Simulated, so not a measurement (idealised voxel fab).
Process module, titled voxel gate over fins
The figure presents cross-section cut, which has a width of 280 nm and is divided into square cells with an edge length of 5 nm.
A cross-section is a grid of square cells, given in bands from the top down. A band is one or more rows of cells.
Top, bottom (nm), then materials left to right with widths (nm); lone material tagged "all across" fills the whole band edge to edge; "air" = empty space.
Height reference: 0 = level under which incoming wafer is all one material. Lowest band: no bottom, runs on downward, e.g. "top 0, no bottom".
Top row gets the first number, bottom row gets the second, and each row in between changes by the same step: that is how a band width like "30->40" works.
Take "changes: none" at face value: in the step it is given for, the cross-section changed in none of its cells.
Voids, fully enclosed: empty space of 8 cells or more with no open way to the top, each as width x height at its distance from the left edge, in nm
Formally, on a step line, whatever follows the settings is a remark that the simulator itself makes on the step.
The setting "overlay nm" may be written on the line of a step. When the step uses a mask, the value reports how far to the right of the planned place the mask lay, and a negative value reports that it lay to the left.
[The planned process steps are enumerated hereunder]
1: op RECEIVE | material Si
2: op CONFORMAL_DEP | material SiN | thk nm 5
3: op PATTERN | tone cover | mask id FINS | material resist | width nm 15 | pitch nm 35 | thk nm 15 | overlay nm 0
4: op DIRECTIONAL_ETCH | etch materials SiN | depth nm 5
5: op DIRECTIONAL_ETCH | etch materials Si | depth nm 40
6: op STRIP | etch materials resist
7: op OXIDIZE | depth nm 5
8: op FILL_DEP | material SiO2 | thk nm 15
9: op CMP | height nm 5
10: op SELECTIVE_ETCH | etch materials SiO2 | depth nm 15
11: op STRIP | etch materials SiN
12: op CONFORMAL_DEP | material HfO2 | thk nm 5
13: op CONFORMAL_DEP | material TiN | thk nm 5
14: op CONFORMAL_DEP | material TiAl | thk nm 5
15: op CONFORMAL_DEP | material TiN | thk nm 5
16: op FILL_DEP | material W | thk nm 10
17: op CMP | height nm 25
18: op CONFORMAL_DEP | material SiN | thk nm 10
[Cross-section, incoming material, after step 1]
	top 0, no bottom = Si all across
	Voids, fully enclosed: none
[Wafer cross-section at module end: first of two, run to plan]
	top 35, bottom 25 = SiN all across
	top 25, bottom 20 = W all across
	top 20, bottom 15 = W: 80 | TiN: 115 | W: 85
	top 15, bottom 10 = W: 80 | TiN: 5 | TiAl: 105 | TiN: 5 | W: 85
	top 10, bottom 5 = TiN: 85 | TiAl: 5 | TiN: 25 | TiAl: 10 | TiN: 25 | TiAl: 10 | TiN: 25 | TiAl: 5 | TiN: 90
	top 5, bottom 0 = TiAl: 90 | TiN: 5 | HfO2: 15 | TiN: 5 | TiAl: 10 | TiN: 5 | HfO2: 15 | TiN: 5 | TiAl: 10 | TiN: 5 | HfO2: 15 | TiN: 5 | TiAl: 95
	top 0, bottom -5 = TiN: 95 | HfO2: 5 | Si: 5 | HfO2: 5 | TiN: 20 | HfO2: 5 | Si: 5 | HfO2: 5 | TiN: 20 | HfO2: 5 | Si: 5 | HfO2: 5 | TiN: 100
	top -5, bottom -10 = HfO2: 100 | Si: 5 | HfO2: 30 | Si: 5 | HfO2: 30 | Si: 5 | HfO2: 105
	top -10, bottom -45 = SiO2: 100 | Si: 5 | SiO2: 30 | Si: 5 | SiO2: 30 | Si: 5 | SiO2: 105
	top -45, no bottom = Si all across
	Voids, fully enclosed: none
[Here's the second of our two wafers sectioned at module end. Same start as the first, same plan, but one mistake got made running it]
	top 35, bottom 25 = SiN all across
	top 25, bottom 20 = W all across
	top 20, bottom 15 = W: 80 | TiN: 115 | W: 85
	top 15, bottom 10 = W: 80 | TiN: 5 | TiAl: 105 | TiN: 5 | W: 85
	top 10, bottom 5 = TiN: 85 | TiAl: 105 | TiN: 90
	top 5, bottom 0 = TiAl: 95 | HfO2: 15 | TiAl: 20 | HfO2: 15 | TiAl: 20 | HfO2: 15 | TiAl: 100
	top 0, bottom -5 = TiAl: 95 | HfO2: 5 | Si: 5 | HfO2: 5 | TiAl: 20 | HfO2: 5 | Si: 5 | HfO2: 5 | TiAl: 20 | HfO2: 5 | Si: 5 | HfO2: 5 | TiAl: 100
	top -5, bottom -10 = HfO2: 100 | Si: 5 | HfO2: 30 | Si: 5 | HfO2: 30 | Si: 5 | HfO2: 105
	top -10, bottom -45 = SiO2: 100 | Si: 5 | SiO2: 30 | Si: 5 | SiO2: 30 | Si: 5 | SiO2: 105
	top -45, no bottom = Si all across
	Voids, fully enclosed: none
Processing error: in deviation from the planned setting, step 13 was conducted as op CONFORMAL_DEP | material TiAl | thk nm 5
Wafer comparison, final, in cells, second relative to first, materials more or fewer: TiAl: 68 more; TiN: 68 fewer
